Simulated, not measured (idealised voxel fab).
process module | voxel self aligned contacts
cross-section cut | 290 nm wide | cells 5 nm
A cross-section is a grid of square cells, given in bands from the top down. A band is one or more rows of cells.
Each band's line starts with the height of the band's top and of its bottom, in nm. Then come its materials from left to right, each with its width in nm. One material with "throughout" fills the band from edge to edge. "air" is empty space.
Height 0 is the level under which the wafer as received is all one material. The lowest band goes on downwards, as in "0 down".
A width such as "30 to 40" changes by the same amount from each row of cells to the next, from the band's top row to its bottom row.
"no change" after a step means that no cell of the cross-section changed.
closed voids: empty space of 8 cells or more with no open way to the top, each as width x height at its distance from the left edge, in nm
after a step's settings: what the simulator itself notes on the step
overlay nm, on a step with a mask: how far to the right of its planned place the mask lay; to the left if negative
plan
1 op RECEIVE | material Si
2 op OXIDIZE | depth nm 5
3 op DIRECTIONAL_DEP | material polySi | thk nm 25
4 op DIRECTIONAL_DEP | material SiN | thk nm 20
5 op DIRECTIONAL_DEP | material aC | thk nm 15
6 op PATTERN | tone cover | mask id GATE | material resist | width nm 25 | pitch nm 70 | thk nm 30 | overlay nm 0
7 op DIRECTIONAL_ETCH | etch materials aC | depth nm 15
8 op STRIP | etch materials resist
9 op DIRECTIONAL_ETCH | etch materials SiN | depth nm 20
10 op DIRECTIONAL_ETCH | etch materials polySi | depth nm 25
11 op STRIP | etch materials aC
12 op CONFORMAL_DEP | material SiN | thk nm 10
13 op DIRECTIONAL_ETCH | etch materials SiN | depth nm 10
14 op FILL_DEP | material SiO2 | thk nm 20
15 op CMP | height nm 55
16 op MASKED_ETCH | tone open | mask id CONTACT | width nm 55 | etch materials SiO2 | depth nm 60 | overlay nm 0
17 op CONFORMAL_DEP | material TiN | thk nm 5
18 op FILL_DEP | material W | thk nm 10
19 op CMP | height nm 55
20 op CONFORMAL_DEP | material SiN | thk nm 5
first wafer, as planned
as received, after step 1
  0 down: Si throughout
  closed voids: none
after step 2
  0 to -5: SiO2 throughout
  below -5: unchanged
after step 3
  25 to 0: polySi throughout
  below 0: unchanged
after step 4
  45 to 25: SiN throughout
  below 25: unchanged
after step 5
  60 to 45: aC throughout
  below 45: unchanged
after step 6
  90 to 60: air 95 | resist 25 | air 45 | resist 25 | air 100
  below 60: unchanged
after step 7
  75 to 60: air 95 | resist 25 | air 45 | resist 25 | air 100
  60 to 45: air 95 | aC 25 | air 45 | aC 25 | air 100
  below 45: unchanged
after step 8
  60 to 45: air 95 | aC 25 | air 45 | aC 25 | air 100
  below 45: unchanged
after step 9
  60 to 45: air 95 | aC 25 | air 45 | aC 25 | air 100
  45 to 25: air 95 | SiN 25 | air 45 | SiN 25 | air 100
  below 25: unchanged
after step 10
  60 to 45: air 95 | aC 25 | air 45 | aC 25 | air 100
  45 to 25: air 95 | SiN 25 | air 45 | SiN 25 | air 100
  25 to 0: air 95 | polySi 25 | air 45 | polySi 25 | air 100
  below 0: unchanged
after step 11
  45 to 25: air 95 | SiN 25 | air 45 | SiN 25 | air 100
  below 25: unchanged
after step 12
  55 to 25: air 85 | SiN 45 | air 25 | SiN 45 | air 90
  25 to 10: air 85 | SiN 10 | polySi 25 | SiN 10 | air 25 | SiN 10 | polySi 25 | SiN 10 | air 90
  10 to 0: SiN 95 | polySi 25 | SiN 45 | polySi 25 | SiN 100
  below 0: unchanged
after step 13
  45 to 25: air 85 | SiN 45 | air 25 | SiN 45 | air 90
  25 to 0: air 85 | SiN 10 | polySi 25 | SiN 10 | air 25 | SiN 10 | polySi 25 | SiN 10 | air 90
  below 0: unchanged
after step 14
  65 to 45: SiO2 throughout
  45 to 25: SiO2 85 | SiN 45 | SiO2 25 | SiN 45 | SiO2 90
  25 to 0: SiO2 85 | SiN 10 | polySi 25 | SiN 10 | SiO2 25 | SiN 10 | polySi 25 | SiN 10 | SiO2 90
  below 0: unchanged
after step 15
  55 to 45: SiO2 throughout
  below 45: unchanged
after step 16
  55 to 45: SiO2 115 | air 55 | SiO2 120
  45 to 25: SiO2 85 | SiN 45 | air 25 | SiN 45 | SiO2 90
  25 to 0: SiO2 85 | SiN 10 | polySi 25 | SiN 10 | air 25 | SiN 10 | polySi 25 | SiN 10 | SiO2 90
  0 to -5: SiO2 130 | air 25 | SiO2 135
  below -5: unchanged
after step 17
  60 to 55: TiN 120 | air 45 | TiN 125
  55 to 45: SiO2 115 | TiN 5 to 20 | air 45 to 15 | TiN 5 to 20 | SiO2 120
  45 to 25: SiO2 85 | SiN 45 | TiN 5 | air 15 | TiN 5 | SiN 45 | SiO2 90
  25 to 0: SiO2 85 | SiN 10 | polySi 25 | SiN 10 | TiN 5 | air 15 | TiN 5 | SiN 10 | polySi 25 | SiN 10 | SiO2 90
  0 to -5: SiO2 130 | TiN 25 | SiO2 135
  below -5: unchanged
after step 18
  70 to 60: W throughout
  60 to 55: TiN 120 | W 45 | TiN 125
  55 to 45: SiO2 115 | TiN 5 to 20 | W 45 to 15 | TiN 5 to 20 | SiO2 120
  45 to 25: SiO2 85 | SiN 45 | TiN 5 | W 15 | TiN 5 | SiN 45 | SiO2 90
  25 to 0: SiO2 85 | SiN 10 | polySi 25 | SiN 10 | TiN 5 | W 15 | TiN 5 | SiN 10 | polySi 25 | SiN 10 | SiO2 90
  below 0: unchanged
after step 19
  55 to 45: SiO2 115 | TiN 5 to 20 | W 45 to 15 | TiN 5 to 20 | SiO2 120
  below 45: unchanged
after step 20
  60 to 55: SiN throughout
  below 55: unchanged
second wafer: like start, like plan, one mistake. Through step 15 it matches the first wafer
when step 16 should have ended
  55 to 45: SiO2 120 | air 45 | SiO2 125
  45 to 25: SiO2 85 | SiN 45 | air 25 | SiN 45 | SiO2 90
  25 to 0: SiO2 85 | SiN 10 | polySi 25 | SiN 10 | air 25 | SiN 10 | polySi 25 | SiN 10 | SiO2 90
  0 to -5: SiO2 130 | air 25 | SiO2 135
  below -5: unchanged
when step 17 should have ended
  60 to 55: TiN 125 | air 35 | TiN 130
  55 to 45: SiO2 120 | TiN 5 to 15 | air 35 to 15 | TiN 5 to 15 | SiO2 125
  45 to 25: SiO2 85 | SiN 45 | TiN 5 | air 15 | TiN 5 | SiN 45 | SiO2 90
  25 to 0: SiO2 85 | SiN 10 | polySi 25 | SiN 10 | TiN 5 | air 15 | TiN 5 | SiN 10 | polySi 25 | SiN 10 | SiO2 90
  0 to -5: SiO2 130 | TiN 25 | SiO2 135
  below -5: unchanged
when step 18 should have ended
  70 to 60: W throughout
  60 to 55: TiN 125 | W 35 | TiN 130
  55 to 45: SiO2 120 | TiN 5 to 15 | W 35 to 15 | TiN 5 to 15 | SiO2 125
  45 to 25: SiO2 85 | SiN 45 | TiN 5 | W 15 | TiN 5 | SiN 45 | SiO2 90
  25 to 0: SiO2 85 | SiN 10 | polySi 25 | SiN 10 | TiN 5 | W 15 | TiN 5 | SiN 10 | polySi 25 | SiN 10 | SiO2 90
  below 0: unchanged
when step 19 should have ended
  55 to 45: SiO2 120 | TiN 5 to 15 | W 35 to 15 | TiN 5 to 15 | SiO2 125
  below 45: unchanged
when step 20 should have ended
  60 to 55: SiN throughout
  below 55: unchanged
what went wrong: step 16 ran as: op MASKED_ETCH | tone open | mask id CONTACT | width nm 45 | etch materials SiO2 | depth nm 60 | overlay nm 0
at the end the second wafer has, in cells: 4 more of SiO2 | 2 fewer of TiN | 2 fewer of W
